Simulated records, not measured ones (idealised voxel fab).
This section sets out a process module, namely voxel self aligned vias.
Square cell edge 5 nm, section width 220 nm, ID cut.
A cross-section in this document is a grid of square cells, and it is written down as bands, the top band listed before the ones below it; a band is made up of one or more rows of cells.
Band: top and bottom heights (nm) first, top before bottom; then materials from left to right, widths in nm. "throughout" marks a sole material filling the band edge to edge. "blank" denotes empty space.
Height is counted from the level 0, under which the received wafer is composed throughout of one material. The lowest of the bands is not closed at the bottom but continues downward, in the notation "0 and below".
Note: "30->40" means the width goes from the first number (top row of the band) to the second number (bottom row) in equal steps per row of cells.
The cross-section has no changed cell in any step marked "stayed the same".
The entry titled "Fully sealed cavities" provides the empty spaces that have no open way to the top, restricted to those of 8 cells or more. Each is presented as width x height at distance, the distance being measured from the left edge, with all three in nm.
Note: text after step settings on the step line = simulator remark on that step.
A step line may carry the setting "overlay nm", which, for steps involving a mask, states the distance by which the mask lay to the right of its intended position; negative values denote displacement to the left.

### These are the steps we planned for the process
1,RECEIVE,material Si
2,CONFORMAL_DEP,material SiO2,thk nm 10
3,CONFORMAL_DEP,material SiCN,thk nm 5
4,DIRECTIONAL_DEP,material SiO2,thk nm 25
5,PATTERN,tone open,mask id LINES,material resist,width nm 20,pitch nm 50,thk nm 15,overlay nm 0
6,DIRECTIONAL_ETCH,etch materials SiO2,depth nm 25
7,STRIP,etch materials resist
8,CONFORMAL_DEP,material TiN,thk nm 5
9,FILL_DEP,material W,thk nm 10
10,CMP,height nm 40
11,SELECTIVE_ETCH,etch materials W Ru TiN,depth nm 5
12,FILL_DEP,material SiN,thk nm 10
13,CMP,height nm 40
14,DIRECTIONAL_DEP,material SiO2,thk nm 15
15,MASKED_ETCH,tone open,mask id VIAS,width nm 30,pitch nm 100,etch materials SiO2,depth nm 15,overlay nm 0
16,MASKED_ETCH,tone open,mask id VIAS,width nm 30,pitch nm 100,etch materials SiN,depth nm 5,overlay nm 0
17,CONFORMAL_DEP,material TiN,thk nm 5
18,FILL_DEP,material Ru,thk nm 10
19,CMP,height nm 55
20,CONFORMAL_DEP,material SiN,thk nm 5

### What follows covers the first of two wafers; it ran as planned

### Cross-section of the wafer upon arrival, representing the state reached after step 1
	0 and below: Si throughout
	Fully sealed cavities: none

### Cross-section: wafer state after step 2
	10 down to 0: SiO2 throughout
	Beneath the level 0, the cross-section is identical to its previous state.

### Cross-section: wafer state after step 3
	15 down to 10: SiCN throughout
	Beneath the level 10, the cross-section is identical to its previous state.

### Cross-section: wafer state after step 4
	40 down to 15: SiO2 throughout
	Beneath the level 15, the cross-section is identical to its previous state.

### Cross-section: wafer state after step 5
	55 down to 40: 50 nm resist, then 20 nm blank, then 30 nm resist, then 20 nm blank, then 30 nm resist, then 20 nm blank, then 50 nm resist
	Beneath the level 40, the cross-section is identical to its previous state.

### Cross-section: wafer state after step 6
	55 down to 40: 50 nm resist, then 20 nm blank, then 30 nm resist, then 20 nm blank, then 30 nm resist, then 20 nm blank, then 50 nm resist
	40 down to 15: 50 nm SiO2, then 20 nm blank, then 30 nm SiO2, then 20 nm blank, then 30 nm SiO2, then 20 nm blank, then 50 nm SiO2
	Beneath the level 15, the cross-section is identical to its previous state.

### Cross-section: wafer state after step 7
	40 down to 15: 50 nm SiO2, then 20 nm blank, then 30 nm SiO2, then 20 nm blank, then 30 nm SiO2, then 20 nm blank, then 50 nm SiO2
	Beneath the level 15, the cross-section is identical to its previous state.

### Cross-section: wafer state after step 8
	45 down to 40: 55 nm TiN, then 10 nm blank, then 40 nm TiN, then 10 nm blank, then 40 nm TiN, then 10 nm blank, then 55 nm TiN
	40 down to 20: 50 nm SiO2, then 5 nm TiN, then 10 nm blank, then 5 nm TiN, then 30 nm SiO2, then 5 nm TiN, then 10 nm blank, then 5 nm TiN, then 30 nm SiO2, then 5 nm TiN, then 10 nm blank, then 5 nm TiN, then 50 nm SiO2
	20 down to 15: 50 nm SiO2, then 20 nm TiN, then 30 nm SiO2, then 20 nm TiN, then 30 nm SiO2, then 20 nm TiN, then 50 nm SiO2
	Beneath the level 15, the cross-section is identical to its previous state.

### Cross-section: wafer state after step 9
	55 down to 45: W throughout
	45 down to 40: 55 nm TiN, then 10 nm W, then 40 nm TiN, then 10 nm W, then 40 nm TiN, then 10 nm W, then 55 nm TiN
	40 down to 20: 50 nm SiO2, then 5 nm TiN, then 10 nm W, then 5 nm TiN, then 30 nm SiO2, then 5 nm TiN, then 10 nm W, then 5 nm TiN, then 30 nm SiO2, then 5 nm TiN, then 10 nm W, then 5 nm TiN, then 50 nm SiO2
	Beneath the level 20, the cross-section is identical to its previous state.

### Cross-section: wafer state after step 10
	40 down to 20: 50 nm SiO2, then 5 nm TiN, then 10 nm W, then 5 nm TiN, then 30 nm SiO2, then 5 nm TiN, then 10 nm W, then 5 nm TiN, then 30 nm SiO2, then 5 nm TiN, then 10 nm W, then 5 nm TiN, then 50 nm SiO2
	Beneath the level 20, the cross-section is identical to its previous state.

### Cross-section: wafer state after step 11
	40 down to 35: 50 nm SiO2, then 20 nm blank, then 30 nm SiO2, then 20 nm blank, then 30 nm SiO2, then 20 nm blank, then 50 nm SiO2
	Beneath the level 35, the cross-section is identical to its previous state.

### Cross-section: wafer state after step 12
	50 down to 40: SiN throughout
	40 down to 35: 50 nm SiO2, then 20 nm SiN, then 30 nm SiO2, then 20 nm SiN, then 30 nm SiO2, then 20 nm SiN, then 50 nm SiO2
	Beneath the level 35, the cross-section is identical to its previous state.

### Cross-section: wafer state after step 13
	40 down to 35: 50 nm SiO2, then 20 nm SiN, then 30 nm SiO2, then 20 nm SiN, then 30 nm SiO2, then 20 nm SiN, then 50 nm SiO2
	Beneath the level 35, the cross-section is identical to its previous state.

### Cross-section: wafer state after step 14
	55 down to 40: SiO2 throughout
	Beneath the level 40, the cross-section is identical to its previous state.

### Cross-section: wafer state after step 15
	55 down to 40: 45 nm SiO2, then 30 nm blank, then 70 nm SiO2, then 30 nm blank, then 45 nm SiO2
	Beneath the level 40, the cross-section is identical to its previous state.

### Cross-section: wafer state after step 16
	55 down to 40: 45 nm SiO2, then 30 nm blank, then 70 nm SiO2, then 30 nm blank, then 45 nm SiO2
	40 down to 35: 50 nm SiO2, then 20 nm blank, then 30 nm SiO2, then 20 nm SiN, then 30 nm SiO2, then 20 nm blank, then 50 nm SiO2
	Beneath the level 35, the cross-section is identical to its previous state.

### Cross-section: wafer state after step 17
	60 down to 55: 50 nm TiN, then 20 nm blank, then 80 nm TiN, then 20 nm blank, then 50 nm TiN
	55 down to 45: 45 nm SiO2, then 5 nm TiN, then 20 nm blank, then 5 nm TiN, then 70 nm SiO2, then 5 nm TiN, then 20 nm blank, then 5 nm TiN, then 45 nm SiO2
	45 down to 40: 45 nm SiO2, then 10 nm TiN, then 10 nm blank, then 10 nm TiN, then 70 nm SiO2, then 10 nm TiN, then 10 nm blank, then 10 nm TiN, then 45 nm SiO2
	40 down to 35: 50 nm SiO2, then 20 nm TiN, then 30 nm SiO2, then 20 nm SiN, then 30 nm SiO2, then 20 nm TiN, then 50 nm SiO2
	Beneath the level 35, the cross-section is identical to its previous state.

### Cross-section: wafer state after step 18
	70 down to 60: Ru throughout
	60 down to 55: 50 nm TiN, then 20 nm Ru, then 80 nm TiN, then 20 nm Ru, then 50 nm TiN
	55 down to 45: 45 nm SiO2, then 5 nm TiN, then 20 nm Ru, then 5 nm TiN, then 70 nm SiO2, then 5 nm TiN, then 20 nm Ru, then 5 nm TiN, then 45 nm SiO2
	45 down to 40: 45 nm SiO2, then 10 nm TiN, then 10 nm Ru, then 10 nm TiN, then 70 nm SiO2, then 10 nm TiN, then 10 nm Ru, then 10 nm TiN, then 45 nm SiO2
	Beneath the level 40, the cross-section is identical to its previous state.

### Cross-section: wafer state after step 19
	55 down to 45: 45 nm SiO2, then 5 nm TiN, then 20 nm Ru, then 5 nm TiN, then 70 nm SiO2, then 5 nm TiN, then 20 nm Ru, then 5 nm TiN, then 45 nm SiO2
	Beneath the level 45, the cross-section is identical to its previous state.

### Cross-section: wafer state after step 20
	60 down to 55: SiN throughout
	Beneath the level 55, the cross-section is identical to its previous state.

### Regarding the second of the two wafers: it shared the first wafer's starting condition and process plan, yet one error occurred during its execution. Its history coincides with that of the first wafer up to and including step 1

Second wafer profile in section, at the moment step 2 of the plan was meant to be complete: stayed the same

### Second wafer profile in section, at the moment step 3 of the plan was meant to be complete
	5 down to 0: SiCN throughout
	Beneath the level 0, the cross-section is identical to its previous state.

### Second wafer profile in section, at the moment step 4 of the plan was meant to be complete
	30 down to 5: SiO2 throughout
	Beneath the level 5, the cross-section is identical to its previous state.

### Second wafer profile in section, at the moment step 5 of the plan was meant to be complete
	45 down to 30: 50 nm resist, then 20 nm blank, then 30 nm resist, then 20 nm blank, then 30 nm resist, then 20 nm blank, then 50 nm resist
	Beneath the level 30, the cross-section is identical to its previous state.

### Second wafer profile in section, at the moment step 6 of the plan was meant to be complete
	45 down to 30: 50 nm resist, then 20 nm blank, then 30 nm resist, then 20 nm blank, then 30 nm resist, then 20 nm blank, then 50 nm resist
	30 down to 5: 50 nm SiO2, then 20 nm blank, then 30 nm SiO2, then 20 nm blank, then 30 nm SiO2, then 20 nm blank, then 50 nm SiO2
	Beneath the level 5, the cross-section is identical to its previous state.

### Second wafer profile in section, at the moment step 7 of the plan was meant to be complete
	30 down to 5: 50 nm SiO2, then 20 nm blank, then 30 nm SiO2, then 20 nm blank, then 30 nm SiO2, then 20 nm blank, then 50 nm SiO2
	Beneath the level 5, the cross-section is identical to its previous state.

### Second wafer profile in section, at the moment step 8 of the plan was meant to be complete
	35 down to 30: 55 nm TiN, then 10 nm blank, then 40 nm TiN, then 10 nm blank, then 40 nm TiN, then 10 nm blank, then 55 nm TiN
	30 down to 10: 50 nm SiO2, then 5 nm TiN, then 10 nm blank, then 5 nm TiN, then 30 nm SiO2, then 5 nm TiN, then 10 nm blank, then 5 nm TiN, then 30 nm SiO2, then 5 nm TiN, then 10 nm blank, then 5 nm TiN, then 50 nm SiO2
	10 down to 5: 50 nm SiO2, then 20 nm TiN, then 30 nm SiO2, then 20 nm TiN, then 30 nm SiO2, then 20 nm TiN, then 50 nm SiO2
	Beneath the level 5, the cross-section is identical to its previous state.

### Second wafer profile in section, at the moment step 9 of the plan was meant to be complete
	45 down to 35: W throughout
	35 down to 30: 55 nm TiN, then 10 nm W, then 40 nm TiN, then 10 nm W, then 40 nm TiN, then 10 nm W, then 55 nm TiN
	30 down to 10: 50 nm SiO2, then 5 nm TiN, then 10 nm W, then 5 nm TiN, then 30 nm SiO2, then 5 nm TiN, then 10 nm W, then 5 nm TiN, then 30 nm SiO2, then 5 nm TiN, then 10 nm W, then 5 nm TiN, then 50 nm SiO2
	Beneath the level 10, the cross-section is identical to its previous state.

### Second wafer profile in section, at the moment step 10 of the plan was meant to be complete
	40 down to 35: W throughout
	Beneath the level 35, the cross-section is identical to its previous state.

### Second wafer profile in section, at the moment step 11 of the plan was meant to be complete
	35 down to 30: 55 nm TiN, then 10 nm W, then 40 nm TiN, then 10 nm W, then 40 nm TiN, then 10 nm W, then 55 nm TiN
	Beneath the level 30, the cross-section is identical to its previous state.

### Second wafer profile in section, at the moment step 12 of the plan was meant to be complete
	45 down to 35: SiN throughout
	Beneath the level 35, the cross-section is identical to its previous state.

### Second wafer profile in section, at the moment step 13 of the plan was meant to be complete
	40 down to 35: SiN throughout
	Beneath the level 35, the cross-section is identical to its previous state.

### Second wafer profile in section, at the moment step 14 of the plan was meant to be complete
	55 down to 40: SiO2 throughout
	Beneath the level 40, the cross-section is identical to its previous state.

### Second wafer profile in section, at the moment step 15 of the plan was meant to be complete
	55 down to 40: 45 nm SiO2, then 30 nm blank, then 70 nm SiO2, then 30 nm blank, then 45 nm SiO2
	Beneath the level 40, the cross-section is identical to its previous state.

### Second wafer profile in section, at the moment step 16 of the plan was meant to be complete
	55 down to 40: 45 nm SiO2, then 30 nm blank, then 70 nm SiO2, then 30 nm blank, then 45 nm SiO2
	40 down to 35: 45 nm SiN, then 30 nm blank, then 70 nm SiN, then 30 nm blank, then 45 nm SiN
	Beneath the level 35, the cross-section is identical to its previous state.

### Second wafer profile in section, at the moment step 17 of the plan was meant to be complete
	60 down to 55: 50 nm TiN, then 20 nm blank, then 80 nm TiN, then 20 nm blank, then 50 nm TiN
	55 down to 40: 45 nm SiO2, then 5 nm TiN, then 20 nm blank, then 5 nm TiN, then 70 nm SiO2, then 5 nm TiN, then 20 nm blank, then 5 nm TiN, then 45 nm SiO2
	40 down to 35: 45 nm SiN, then 30 nm TiN, then 70 nm SiN, then 30 nm TiN, then 45 nm SiN
	Beneath the level 35, the cross-section is identical to its previous state.

### Second wafer profile in section, at the moment step 18 of the plan was meant to be complete
	70 down to 60: Ru throughout
	60 down to 55: 50 nm TiN, then 20 nm Ru, then 80 nm TiN, then 20 nm Ru, then 50 nm TiN
	55 down to 40: 45 nm SiO2, then 5 nm TiN, then 20 nm Ru, then 5 nm TiN, then 70 nm SiO2, then 5 nm TiN, then 20 nm Ru, then 5 nm TiN, then 45 nm SiO2
	Beneath the level 40, the cross-section is identical to its previous state.

### Second wafer profile in section, at the moment step 19 of the plan was meant to be complete
	55 down to 40: 45 nm SiO2, then 5 nm TiN, then 20 nm Ru, then 5 nm TiN, then 70 nm SiO2, then 5 nm TiN, then 20 nm Ru, then 5 nm TiN, then 45 nm SiO2
	Beneath the level 40, the cross-section is identical to its previous state.

### Second wafer profile in section, at the moment step 20 of the plan was meant to be complete
	60 down to 55: SiN throughout
	Beneath the level 55, the cross-section is identical to its previous state.
Nonconformance to the process plan: it should be noted that step 2 of the plan was omitted and was not performed
The closing comparison, in cells, has the second wafer with more or fewer of some materials than the first: 4 more of Ru; 28 more of SiN; 88 fewer of SiO2; 44 more of TiN; 12 more of W
